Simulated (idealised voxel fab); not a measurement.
Proc. module: voxel self aligned contacts
225 nm wide, 5 nm square cells: that's cross-section cut.
How to read a cross-section here: the picture is a grid of square cells, written as bands going from the top down, and any band can span one or more rows of cells.
For a band, the entry starts with two heights in nm, that of the top and then that of the bottom, and carries on with the band's materials in order from left to right, each alongside its width in nm; the word "full width" beside a single material means it fills the band edge to edge, and "air" means empty space.
Basically, 0 is our baseline, since under it the wafer straight out of the box is all one material. The bottom band has no lower end and keeps on going down, so it looks like "0 nm and below".
Width "30..40": first value at the band's top row of cells, second value at its bottom row, equal change from row to row.
Given "no modifications" for a step, no cell of the cross-section differs between before and after that step.
Basically, "Sealed void listing" tells you about the enclosed voids: empty spaces with no open way to the top, 8 cells or bigger, each written width x height at distance, where distance is from the left edge, all in nm.
That trailing text on a step's line, after the settings, is the simulator's own remark on the step.
overlay nm, on a step with a mask: how far to the right of its planned place the mask lay; to the left if negative
-- Here's what the planned process steps look like
1 op RECEIVE | material Si
2 op CONFORMAL_DEP | material SiO2 | thk nm 5
3 op DIRECTIONAL_DEP | material polySi | thk nm 20
4 op DIRECTIONAL_DEP | material SiN | thk nm 20
5 op PATTERN | tone cover | mask id GATE | material resist | width nm 35 | pitch nm 65 | thk nm 15 | overlay nm 0
6 op DIRECTIONAL_ETCH | etch materials SiN | depth nm 20
7 op DIRECTIONAL_ETCH | etch materials polySi | depth nm 20
8 op STRIP | etch materials resist
9 op CONFORMAL_DEP | material SiN | thk nm 5
10 op DIRECTIONAL_ETCH | etch materials SiN | depth nm 5
11 op FILL_DEP | material SiO2 | thk nm 15
12 op CMP | height nm 50
13 op PATTERN | tone open | mask id CONTACT | material resist | width nm 40 | thk nm 15 | overlay nm -15
14 op DIRECTIONAL_ETCH | etch materials SiO2 | depth nm 50
15 op STRIP | etch materials resist
16 op CONFORMAL_DEP | material TiN | thk nm 5
17 op FILL_DEP | material Ru | thk nm 10
18 op CMP | height nm 50
19 op CONFORMAL_DEP | material SiCN | thk nm 5
Don't read the plan's overlay nm for step 13 as applying to every wafer: that's the first wafer's value, and the wafers differ in it, though they all start identical.
-- As-received cross-section, first of several wafers, post step 1
- 0 nm and below  Si full width
- Sealed void listing: none
-- Once step 19, the last step, is complete, the module is at its end; this is the cross-section of the first of several wafers
- 55 nm to 50 nm  SiCN full width
- 50 nm to 45 nm  SiO2=75, then TiN=30, then Ru=5, then TiN=5, then SiO2=110
- 45 nm to 25 nm  SiO2=55, then SiN=45, then TiN=5, then Ru=5, then TiN=5, then SiO2=5, then SiN=45, then SiO2=60
- 25 nm to 5 nm  SiO2=55, then SiN=5, then polySi=35, then SiN=5, then TiN=5, then Ru=5, then TiN=5, then SiO2=5, then SiN=5, then polySi=35, then SiN=5, then SiO2=60
- 5 nm to 0 nm  SiO2=100, then TiN=15, then SiO2=110
- 0 nm and below  Si full width
- Sealed void listing: none
-- Cross-section at module completion, last wafer
- 55 nm to 50 nm  SiCN full width
- 50 nm to 45 nm  SiO2=105, then TiN=5, then Ru=5, then TiN=30, then SiO2=80
- 45 nm to 25 nm  SiO2=55, then SiN=45, then SiO2=5, then TiN=5, then Ru=5, then TiN=5, then SiN=45, then SiO2=60
- 25 nm to 5 nm  SiO2=55, then SiN=5, then polySi=35, then SiN=5, then SiO2=5, then TiN=5, then Ru=5, then TiN=5, then SiN=5, then polySi=35, then SiN=5, then SiO2=60
- 5 nm to 0 nm  SiO2=105, then TiN=15, then SiO2=105
- 0 nm and below  Si full width
- Sealed void listing: none
-- Table: wafers, a row each; end-of-module cell change per material since receipt, gain (+), loss (-); then closed voids
overlay nm -15 | +9 Ru | +45 SiCN | +88 SiN | +271 SiO2 | +26 TiN | +56 polySi | Sealed void listing: none
overlay nm -10 | +18 Ru | +45 SiCN | +88 SiN | +262 SiO2 | +26 TiN | +56 polySi | Sealed void listing: none
overlay nm -5 | +18 Ru | +45 SiCN | +88 SiN | +262 SiO2 | +26 TiN | +56 polySi | Sealed void listing: none
overlay nm 0 | +18 Ru | +45 SiCN | +88 SiN | +262 SiO2 | +26 TiN | +56 polySi | Sealed void listing: none
overlay nm 5 | +18 Ru | +45 SiCN | +88 SiN | +262 SiO2 | +26 TiN | +56 polySi | Sealed void listing: none
overlay nm 10 | +18 Ru | +45 SiCN | +88 SiN | +262 SiO2 | +26 TiN | +56 polySi | Sealed void listing: none
overlay nm 15 | +9 Ru | +45 SiCN | +88 SiN | +271 SiO2 | +26 TiN | +56 polySi | Sealed void listing: none
